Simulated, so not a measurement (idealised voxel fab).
Module name: voxel self aligned contacts (process module)
Xsec cut, 185 nm wide, square cell size 5 nm.
The cross-sections in this document take the form of a grid made of square cells. They are written out as bands, in order from top to bottom. Each band consists of one or more rows of cells.
Read a band's entry like this: the first values are the height of its top and the height of its bottom in nm, and what follows is the sequence of materials from left to right, each with its width in nm. Note that "blank" is empty space, and that a single material marked "full width" reaches across the band from edge to edge.
We count height from 0. Below that, the starting wafer is all one material. The lowest band never ends at the bottom but goes on down; see "0..down" for how that is written.
It should be noted that a width expressed as "30->40" varies in equal increments from row to row of cells within the band, taking the value of the first number at the top row and that of the second number at the bottom row.
"no modification" for a step: no cell of the cross-section changed in that step.
In the "Enclosed void listing" entry, you get each enclosed empty space of 8 cells or more, one with no open way to the top, written width x height at distance, distance from the left edge, in nm.
Text after the settings on a step's line: the simulator's own remark on that step.
The setting "overlay nm" may be written on the line of a step. When the step uses a mask, the value reports how far to the right of the planned place the mask lay, and a negative value reports that it lay to the left.
The remainder of this document consists of a sequence of paired cross-sections. Each pair presents the cross-section prior to one process step together with the cross-section following it, the latter being rendered only as deep as the lowest band that underwent change. The intervening step, together with its settings, is stated beneath each pair. Because the pairs may originate from different runs of this module on the same starting wafer, a given pair is to be read as continuing from the preceding pair only where its entry headed "Pre-step geometry" so indicates.
Pre-step geometry:
  45..40 = SiO2 45, then blank 30, then SiO2 30, then blank 30, then SiO2 50
  40..25 = SiO2 10, then SiN 40, then blank 20, then SiN 40, then blank 20, then SiN 40, then SiO2 15
  25..5 = SiO2 10, then SiN 5, then polySi 30, then SiN 5, then blank 20, then SiN 5, then polySi 30, then SiN 5, then blank 20, then SiN 5, then polySi 30, then SiN 5, then SiO2 15
  5..0 = SiO2 50, then blank 20, then SiO2 40, then blank 20, then SiO2 55
  0..down = Si full width
  Enclosed void listing: none
As Processed:
  50..45 = TiN 50, then blank 20, then TiN 40, then blank 20, then TiN 55
  45..40 = SiO2 45, then TiN 10, then blank 10, then TiN 10, then SiO2 30, then TiN 10, then blank 10, then TiN 10, then SiO2 50
  40..25 = SiO2 10, then SiN 40, then TiN 5, then blank 10, then TiN 5, then SiN 40, then TiN 5, then blank 10, then TiN 5, then SiN 40, then SiO2 15
  25..5 = SiO2 10, then SiN 5, then polySi 30, then SiN 5, then TiN 5, then blank 10, then TiN 5, then SiN 5, then polySi 30, then SiN 5, then TiN 5, then blank 10, then TiN 5, then SiN 5, then polySi 30, then SiN 5, then SiO2 15
  5..0 = SiO2 50, then TiN 20, then SiO2 40, then TiN 20, then SiO2 55
  Below 0 it's all the same as before, nothing changed down there.
  Enclosed void listing: none
The transition between the preceding cross-sections is accomplished by CONFORMAL_DEP: material TiN, thk nm 5
Pre-step geometry: Reference is made to the cross-section shown after the step in the pair directly above, which represents the state prior to this step.
As Processed:
  55..50 = W full width
  50..45 = TiN 50, then W 20, then TiN 40, then W 20, then TiN 55
  45..40 = SiO2 45, then TiN 10, then W 10, then TiN 10, then SiO2 30, then TiN 10, then W 10, then TiN 10, then SiO2 50
  40..25 = SiO2 10, then SiN 40, then TiN 5, then W 10, then TiN 5, then SiN 40, then TiN 5, then W 10, then TiN 5, then SiN 40, then SiO2 15
  25..5 = SiO2 10, then SiN 5, then polySi 30, then SiN 5, then TiN 5, then W 10, then TiN 5, then SiN 5, then polySi 30, then SiN 5, then TiN 5, then W 10, then TiN 5, then SiN 5, then polySi 30, then SiN 5, then SiO2 15
  Below 5 it's all the same as before, nothing changed down there.
  Enclosed void listing: none
The transition between the preceding cross-sections is accomplished by FILL_DEP: material W, thk nm 5
Pre-step geometry: Reference is made to the cross-section shown after the step in the pair directly above, which represents the state prior to this step.
As Processed:
  45..40 = SiO2 45, then TiN 10, then W 10, then TiN 10, then SiO2 30, then TiN 10, then W 10, then TiN 10, then SiO2 50
  Below 40 it's all the same as before, nothing changed down there.
  Enclosed void listing: none
The transition between the preceding cross-sections is accomplished by CMP: height nm 45
Pre-step geometry: Reference is made to the cross-section shown after the step in the pair directly above, which represents the state prior to this step.
As Processed:
  50..45 = SiCN full width
  Below 45 it's all the same as before, nothing changed down there.
  Enclosed void listing: none
The transition between the preceding cross-sections is accomplished by CONFORMAL_DEP: material SiCN, thk nm 5
Pre-step geometry:
  45..40 = SiO2 full width
  40..25 = SiO2 10, then SiN 40, then SiO2 20, then SiN 40, then SiO2 20, then SiN 40, then SiO2 15
  25..5 = SiO2 10, then SiN 5, then polySi 30, then SiN 5, then SiO2 20, then SiN 5, then polySi 30, then SiN 5, then SiO2 20, then SiN 5, then polySi 30, then SiN 5, then SiO2 15
  5..0 = SiO2 full width
  0..down = Si full width
  Enclosed void listing: none
As Processed:
  45..40 = SiO2 45, then blank 40, then SiO2 20, then blank 40, then SiO2 40
  40..25 = SiO2 10, then SiN 40, then blank 20, then SiN 40, then blank 20, then SiN 40, then SiO2 15
  25..5 = SiO2 10, then SiN 5, then polySi 30, then SiN 5, then blank 20, then SiN 5, then polySi 30, then SiN 5, then blank 20, then SiN 5, then polySi 30, then SiN 5, then SiO2 15
  5..0 = SiO2 50, then blank 20, then SiO2 40, then blank 20, then SiO2 55
  Below 0 it's all the same as before, nothing changed down there.
  Enclosed void listing: none
The transition between the preceding cross-sections is accomplished by MASKED_ETCH: tone open, mask id CONTACT, width nm 40, pitch nm 60, etch materials SiO2, depth nm 45, overlay nm 5
Pre-step geometry: Reference is made to the cross-section shown after the step in the pair directly above, which represents the state prior to this step.
As Processed:
  50..45 = TiN 50, then blank 30, then TiN 30, then blank 30, then TiN 45
  45..40 = SiO2 45, then TiN 10, then blank 10, then TiN 20, then SiO2 20, then TiN 10, then blank 10, then TiN 20, then SiO2 40
  40..25 = SiO2 10, then SiN 40, then TiN 5, then blank 10, then TiN 5, then SiN 40, then TiN 5, then blank 10, then TiN 5, then SiN 40, then SiO2 15
  25..5 = SiO2 10, then SiN 5, then polySi 30, then SiN 5, then TiN 5, then blank 10, then TiN 5, then SiN 5, then polySi 30, then SiN 5, then TiN 5, then blank 10, then TiN 5, then SiN 5, then polySi 30, then SiN 5, then SiO2 15
  5..0 = SiO2 50, then TiN 20, then SiO2 40, then TiN 20, then SiO2 55
  Below 0 it's all the same as before, nothing changed down there.
  Enclosed void listing: none
The transition between the preceding cross-sections is accomplished by CONFORMAL_DEP: material TiN, thk nm 5
Pre-step geometry: Reference is made to the cross-section shown after the step in the pair directly above, which represents the state prior to this step.
As Processed:
  55..50 = W full width
  50..45 = TiN 50, then W 30, then TiN 30, then W 30, then TiN 45
  45..40 = SiO2 45, then TiN 10, then W 10, then TiN 20, then SiO2 20, then TiN 10, then W 10, then TiN 20, then SiO2 40
  40..25 = SiO2 10, then SiN 40, then TiN 5, then W 10, then TiN 5, then SiN 40, then TiN 5, then W 10, then TiN 5, then SiN 40, then SiO2 15
  25..5 = SiO2 10, then SiN 5, then polySi 30, then SiN 5, then TiN 5, then W 10, then TiN 5, then SiN 5, then polySi 30, then SiN 5, then TiN 5, then W 10, then TiN 5, then SiN 5, then polySi 30, then SiN 5, then SiO2 15
  Below 5 it's all the same as before, nothing changed down there.
  Enclosed void listing: none
The transition between the preceding cross-sections is accomplished by FILL_DEP: material W, thk nm 5
Pre-step geometry: Reference is made to the cross-section shown after the step in the pair directly above, which represents the state prior to this step.
As Processed:
  45..40 = SiO2 45, then TiN 10, then W 10, then TiN 20, then SiO2 20, then TiN 10, then W 10, then TiN 20, then SiO2 40
  Below 40 it's all the same as before, nothing changed down there.
  Enclosed void listing: none
The transition between the preceding cross-sections is accomplished by CMP: height nm 45
Pre-step geometry: Reference is made to the cross-section shown after the step in the pair directly above, which represents the state prior to this step.
As Processed:
  50..45 = SiCN full width
  Below 45 it's all the same as before, nothing changed down there.
  Enclosed void listing: none
The transition between the preceding cross-sections is accomplished by CONFORMAL_DEP: material SiCN, thk nm 5
Pre-step geometry:
  40..25 = blank 15, then SiN 30, then blank 30, then SiN 30, then blank 30, then SiN 30, then blank 20
  25..5 = blank 15, then polySi 30, then blank 30, then polySi 30, then blank 30, then polySi 30, then blank 20
  5..0 = SiO2 full width
  0..down = Si full width
  Enclosed void listing: none
As Processed:
  45..40 = blank 10, then polySi 40, then blank 20, then polySi 40, then blank 20, then polySi 40, then blank 15
  40..25 = blank 10, then polySi 5, then SiN 30, then polySi 5, then blank 20, then polySi 5, then SiN 30, then polySi 5, then blank 20, then polySi 5, then SiN 30, then polySi 5, then blank 15
  25..10 = blank 10, then polySi 40, then blank 20, then polySi 40, then blank 20, then polySi 40, then blank 15
  10..5 = polySi full width
  Below 5 it's all the same as before, nothing changed down there.
  Enclosed void listing: none
The transition between the preceding cross-sections is accomplished by CONFORMAL_DEP: material polySi, thk nm 5
Pre-step geometry: Reference is made to the cross-section shown after the step in the pair directly above, which represents the state prior to this step.
As Processed:
  60..45 = SiO2 full width
  45..40 = SiO2 10, then polySi 40, then SiO2 20, then polySi 40, then SiO2 20, then polySi 40, then SiO2 15
  40..25 = SiO2 10, then polySi 5, then SiN 30, then polySi 5, then SiO2 20, then polySi 5, then SiN 30, then polySi 5, then SiO2 20, then polySi 5, then SiN 30, then polySi 5, then SiO2 15
  25..10 = SiO2 10, then polySi 40, then SiO2 20, then polySi 40, then SiO2 20, then polySi 40, then SiO2 15
  Below 10 it's all the same as before, nothing changed down there.
  Enclosed void listing: none
The transition between the preceding cross-sections is accomplished by FILL_DEP: material SiO2, thk nm 15
Pre-step geometry: Reference is made to the cross-section shown after the step in the pair directly above, which represents the state prior to this step.
As Processed:
  45..40 = SiO2 10, then polySi 40, then SiO2 20, then polySi 40, then SiO2 20, then polySi 40, then SiO2 15
  Below 40 it's all the same as before, nothing changed down there.
  Enclosed void listing: none
The transition between the preceding cross-sections is accomplished by CMP: height nm 45
Pre-step geometry: Reference is made to the cross-section shown after the step in the pair directly above, which represents the state prior to this step.
As Processed:
  45..40 = SiO2 10, then polySi 40, then blank 20, then polySi 40, then blank 20, then polySi 40, then SiO2 15
  40..25 = SiO2 10, then polySi 5, then SiN 30, then polySi 5, then blank 20, then polySi 5, then SiN 30, then polySi 5, then blank 20, then polySi 5, then SiN 30, then polySi 5, then SiO2 15
  25..10 = SiO2 10, then polySi 40, then blank 20, then polySi 40, then blank 20, then polySi 40, then SiO2 15
  Below 10 it's all the same as before, nothing changed down there.
  Enclosed void listing: none
The transition between the preceding cross-sections is accomplished by MASKED_ETCH: tone open, mask id CONTACT, width nm 40, pitch nm 60, etch materials SiO2, depth nm 45, overlay nm 0
Pre-step geometry: Reference is made to the cross-section shown after the step in the pair directly above, which represents the state prior to this step.
As Processed:
  50..45 = TiN 55, then blank 10, then TiN 50, then blank 10, then TiN 60
  45..40 = SiO2 10, then polySi 40, then TiN 5, then blank 10, then TiN 5, then polySi 40, then TiN 5, then blank 10, then TiN 5, then polySi 40, then SiO2 15
  40..25 = SiO2 10, then polySi 5, then SiN 30, then polySi 5, then TiN 5, then blank 10, then TiN 5, then polySi 5, then SiN 30, then polySi 5, then TiN 5, then blank 10, then TiN 5, then polySi 5, then SiN 30, then polySi 5, then SiO2 15
  25..15 = SiO2 10, then polySi 40, then TiN 5, then blank 10, then TiN 5, then polySi 40, then TiN 5, then blank 10, then TiN 5, then polySi 40, then SiO2 15
  15..10 = SiO2 10, then polySi 40, then TiN 20, then polySi 40, then TiN 20, then polySi 40, then SiO2 15
  Below 10 it's all the same as before, nothing changed down there.
  Enclosed void listing: none
The transition between the preceding cross-sections is accomplished by CONFORMAL_DEP: material TiN, thk nm 5
Pre-step geometry: Reference is made to the cross-section shown after the step in the pair directly above, which represents the state prior to this step.
As Processed:
  55..50 = W full width
  50..45 = TiN 55, then W 10, then TiN 50, then W 10, then TiN 60
  45..40 = SiO2 10, then polySi 40, then TiN 5, then W 10, then TiN 5, then polySi 40, then TiN 5, then W 10, then TiN 5, then polySi 40, then SiO2 15
  40..25 = SiO2 10, then polySi 5, then SiN 30, then polySi 5, then TiN 5, then W 10, then TiN 5, then polySi 5, then SiN 30, then polySi 5, then TiN 5, then W 10, then TiN 5, then polySi 5, then SiN 30, then polySi 5, then SiO2 15
  25..15 = SiO2 10, then polySi 40, then TiN 5, then W 10, then TiN 5, then polySi 40, then TiN 5, then W 10, then TiN 5, then polySi 40, then SiO2 15
  Below 15 it's all the same as before, nothing changed down there.
  Enclosed void listing: none
The transition between the preceding cross-sections is accomplished by FILL_DEP: material W, thk nm 5
Pre-step geometry: Reference is made to the cross-section shown after the step in the pair directly above, which represents the state prior to this step.
As Processed:
  45..40 = SiO2 10, then polySi 40, then TiN 5, then W 10, then TiN 5, then polySi 40, then TiN 5, then W 10, then TiN 5, then polySi 40, then SiO2 15
  Below 40 it's all the same as before, nothing changed down there.
  Enclosed void listing: none
The transition between the preceding cross-sections is accomplished by CMP: height nm 45
Pre-step geometry: Reference is made to the cross-section shown after the step in the pair directly above, which represents the state prior to this step.
As Processed:
  50..45 = SiCN full width
  Below 45 it's all the same as before, nothing changed down there.
  Enclosed void listing: none
The transition between the preceding cross-sections is accomplished by CONFORMAL_DEP: material SiCN, thk nm 5
Pre-step geometry:
  40..25 = SiN full width
  25..5 = polySi full width
  5..0 = SiO2 full width
  0..down = Si full width
  Enclosed void listing: none
As Processed:
  55..40 = resist 15, then blank 30, then resist 30, then blank 30, then resist 30, then blank 30, then resist 20
  Below 40 it's all the same as before, nothing changed down there.
  Enclosed void listing: none
The transition between the preceding cross-sections is accomplished by PATTERN: tone open, mask id GATE, material resist, width nm 30, pitch nm 60, thk nm 15, overlay nm 0
Pre-step geometry: Reference is made to the cross-section shown after the step in the pair directly above, which represents the state prior to this step.
As Processed:
  55..40 = resist 15, then blank 30, then resist 30, then blank 30, then resist 30, then blank 30, then resist 20
  40..25 = SiN 15, then blank 30, then SiN 30, then blank 30, then SiN 30, then blank 30, then SiN 20
  Below 25 it's all the same as before, nothing changed down there.
  Enclosed void listing: none
The transition between the preceding cross-sections is accomplished by DIRECTIONAL_ETCH: etch materials SiN, depth nm 15
Pre-step geometry: Reference is made to the cross-section shown after the step in the pair directly above, which represents the state prior to this step.
As Processed:
  55..40 = resist 15, then blank 30, then resist 30, then blank 30, then resist 30, then blank 30, then resist 20
  40..25 = SiN 15, then blank 30, then SiN 30, then blank 30, then SiN 30, then blank 30, then SiN 20
  25..5 = polySi 15, then blank 30, then polySi 30, then blank 30, then polySi 30, then blank 30, then polySi 20
  Below 5 it's all the same as before, nothing changed down there.
  Enclosed void listing: none
The transition between the preceding cross-sections is accomplished by DIRECTIONAL_ETCH: etch materials polySi, depth nm 20
Pre-step geometry: Reference is made to the cross-section shown after the step in the pair directly above, which represents the state prior to this step.
As Processed:
  40..25 = SiN 15, then blank 30, then SiN 30, then blank 30, then SiN 30, then blank 30, then SiN 20
  Below 25 it's all the same as before, nothing changed down there.
  Enclosed void listing: none
The transition between the preceding cross-sections is accomplished by STRIP: etch materials resist
Pre-step geometry: Reference is made to the cross-section shown after the step in the pair directly above, which represents the state prior to this step.
As Processed:
  45..25 = SiN 20, then blank 20, then SiN 40, then blank 20, then SiN 40, then blank 20, then SiN 25
  25..10 = polySi 15, then SiN 5, then blank 20, then SiN 5, then polySi 30, then SiN 5, then blank 20, then SiN 5, then polySi 30, then SiN 5, then blank 20, then SiN 5, then polySi 20
  10..5 = polySi 15, then SiN 30, then polySi 30, then SiN 30, then polySi 30, then SiN 30, then polySi 20
  Below 5 it's all the same as before, nothing changed down there.
  Enclosed void listing: none
The transition between the preceding cross-sections is accomplished by CONFORMAL_DEP: material SiN, thk nm 5
Pre-step geometry: Reference is made to the cross-section shown after the step in the pair directly above, which represents the state prior to this step.
As Processed:
  40..25 = SiN 20, then blank 20, then SiN 40, then blank 20, then SiN 40, then blank 20, then SiN 25
  25..5 = polySi 15, then SiN 5, then blank 20, then SiN 5, then polySi 30, then SiN 5, then blank 20, then SiN 5, then polySi 30, then SiN 5, then blank 20, then SiN 5, then polySi 20
  Below 5 it's all the same as before, nothing changed down there.
  Enclosed void listing: none
The transition between the preceding cross-sections is accomplished by DIRECTIONAL_ETCH: etch materials SiN, depth nm 5
Pre-step geometry: Reference is made to the cross-section shown after the step in the pair directly above, which represents the state prior to this step.
As Processed:
  55..40 = SiO2 full width
  40..25 = SiN 20, then SiO2 20, then SiN 40, then SiO2 20, then SiN 40, then SiO2 20, then SiN 25
  25..5 = polySi 15, then SiN 5, then SiO2 20, then SiN 5, then polySi 30, then SiN 5, then SiO2 20, then SiN 5, then polySi 30, then SiN 5, then SiO2 20, then SiN 5, then polySi 20
  Below 5 it's all the same as before, nothing changed down there.
  Enclosed void listing: none
The transition between the preceding cross-sections is accomplished by FILL_DEP: material SiO2, thk nm 15
Pre-step geometry: Reference is made to the cross-section shown after the step in the pair directly above, which represents the state prior to this step.
As Processed:
  45..40 = SiO2 full width
  Below 40 it's all the same as before, nothing changed down there.
  Enclosed void listing: none
The transition between the preceding cross-sections is accomplished by CMP: height nm 45
Pre-step geometry: Reference is made to the cross-section shown after the step in the pair directly above, which represents the state prior to this step.
As Processed:
  45..40 = SiO2 40, then blank 40, then SiO2 20, then blank 40, then SiO2 45
  Below 40 it's all the same as before, nothing changed down there.
  Enclosed void listing: none
The transition between the preceding cross-sections is accomplished by MASKED_ETCH: tone open, mask id CONTACT, width nm 40, pitch nm 60, etch materials SiO2, depth nm 45, overlay nm 0
Pre-step geometry: Reference is made to the cross-section shown after the step in the pair directly above, which represents the state prior to this step.
As Processed:
  50..45 = TiN 45, then blank 30, then TiN 30, then blank 30, then TiN 50
  45..40 = SiO2 40, then TiN 40, then SiO2 20, then TiN 40, then SiO2 45
  Below 40 it's all the same as before, nothing changed down there.
  Enclosed void listing: none
The transition between the preceding cross-sections is accomplished by CONFORMAL_DEP: material TiN, thk nm 5
Pre-step geometry: Reference is made to the cross-section shown after the step in the pair directly above, which represents the state prior to this step.
As Processed:
  55..50 = W full width
  50..45 = TiN 45, then W 30, then TiN 30, then W 30, then TiN 50
  Below 45 it's all the same as before, nothing changed down there.
  Enclosed void listing: none
The transition between the preceding cross-sections is accomplished by FILL_DEP: material W, thk nm 5
Pre-step geometry: Reference is made to the cross-section shown after the step in the pair directly above, which represents the state prior to this step.
As Processed:
  45..40 = SiO2 40, then TiN 40, then SiO2 20, then TiN 40, then SiO2 45
  Below 40 it's all the same as before, nothing changed down there.
  Enclosed void listing: none
The transition between the preceding cross-sections is accomplished by CMP: height nm 45
Pre-step geometry: Reference is made to the cross-section shown after the step in the pair directly above, which represents the state prior to this step.
As Processed:
  50..45 = SiCN full width
  Below 45 it's all the same as before, nothing changed down there.
  Enclosed void listing: none
The transition between the preceding cross-sections is accomplished by CONFORMAL_DEP: material SiCN, thk nm 5
